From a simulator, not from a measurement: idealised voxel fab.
The following process module bears the name voxel ribs on slabs.
Cross-section cut spans 175 nm and uses square cells 5 nm in size.
Cross-section spec: square-cell grid; bands listed top down; each band is one or more rows. What a band's entry tells you: where the top is and where the bottom is, as heights in nm, and after that what lies inside, material by material from left to right, each with its width in nm. Empty space is written as the word "air", and a single material marked with the word "throughout" occupies the band from edge to edge. Heights are expressed relative to 0, this being the level below which the as-received wafer comprises one material exclusively. The lowest band is unbounded in the downward direction and is denoted as in "z 0 and below". The expression "30 to 40" gives the width at the extremes of the band, the first number at its top row of cells and the second at its bottom row, with the width changing by equal amounts from each row to the next in between. A step reported as "no change" is a step in which no cell of the cross-section changed. "Cavities, sealed" specifies each empty space that is not open to the top and that occupies no fewer than 8 cells, using the form width x height at distance, the distance measured from the left edge and all three quantities in nm. Anything after a step's settings on that line? It's the simulator's own note about the step. overlay nm, on a step with a mask: how far to the right of its planned place the mask lay; to the left if negative.

Set out below are the planned steps of the process
step 1: RECEIVE: material Si
step 2: DIRECTIONAL_DEP: material SiO2, thk nm 20
step 3: DIRECTIONAL_DEP: material SiN, thk nm 15
step 4: DIRECTIONAL_DEP: material aC, thk nm 10
step 5: PATTERN: tone cover, mask id RIB, material resist, width nm 25, thk nm 25, overlay nm 0
step 6: DIRECTIONAL_ETCH: etch materials aC, depth nm 10
step 7: STRIP: etch materials resist
step 8: DIRECTIONAL_ETCH: etch materials SiN, depth nm 5
step 9: STRIP: etch materials aC
step 10: MASKED_ETCH: tone cover, mask id SLAB, width nm 85, etch materials SiN, depth nm 10, overlay nm 0
step 11: FILL_DEP: material SiO2, thk nm 25
step 12: CMP: height nm 50
step 13: DIRECTIONAL_DEP: material W, thk nm 5
step 14: DIRECTIONAL_DEP: material aC, thk nm 10
step 15: PATTERN: tone cover, mask id HEATER, material resist, width nm 35, thk nm 25, overlay nm -15
step 16: DIRECTIONAL_ETCH: etch materials aC, depth nm 10
step 17: STRIP: etch materials resist
step 18: DIRECTIONAL_ETCH: etch materials W, depth nm 5
step 19: STRIP: etch materials aC
step 20: CONFORMAL_DEP: material SiO2, thk nm 5
Wafers differ in overlay nm at step 15; plan lists the first wafer's value; identical starting state.

As-received state after step 1, first of several wafers, cross-section
  z 0 and below  Si throughout
  Cavities, sealed: none

End of module: cross-section of the first of several wafers after step 20, the last step
  z 60 to 55  air (50)  SiO2 (45)  air (80)
  z 55 to 50  SiO2 (55)  W (35)  SiO2 (85)
  z 50 to 35  SiO2 throughout
  z 35 to 30  SiO2 (75)  SiN (25)  SiO2 (75)
  z 30 to 20  SiO2 (45)  SiN (85)  SiO2 (45)
  z 20 to 0  SiO2 throughout
  z 0 and below  Si throughout
  Cavities, sealed: none

Last-wafer cross-section at the end of the module
  z 60 to 55  air (80)  SiO2 (45)  air (50)
  z 55 to 50  SiO2 (85)  W (35)  SiO2 (55)
  z 50 to 35  SiO2 throughout
  z 35 to 30  SiO2 (75)  SiN (25)  SiO2 (75)
  z 30 to 20  SiO2 (45)  SiN (85)  SiO2 (45)
  z 20 to 0  SiO2 throughout
  z 0 and below  Si throughout
  Cavities, sealed: none

Quick key for the table: a row per wafer, taken at the end of the module. For each material it tells you how many cells the wafer gained (+) or lost (-) since it came in, and the closed voids come after
overlay nm -15; +39 SiN; +348 SiO2; +7 W; Cavities, sealed: none
overlay nm -10; +39 SiN; +348 SiO2; +7 W; Cavities, sealed: none
overlay nm -5; +39 SiN; +348 SiO2; +7 W; Cavities, sealed: none
overlay nm 0; +39 SiN; +348 SiO2; +7 W; Cavities, sealed: none
overlay nm 5; +39 SiN; +348 SiO2; +7 W; Cavities, sealed: none
overlay nm 10; +39 SiN; +348 SiO2; +7 W; Cavities, sealed: none
overlay nm 15; +39 SiN; +348 SiO2; +7 W; Cavities, sealed: none
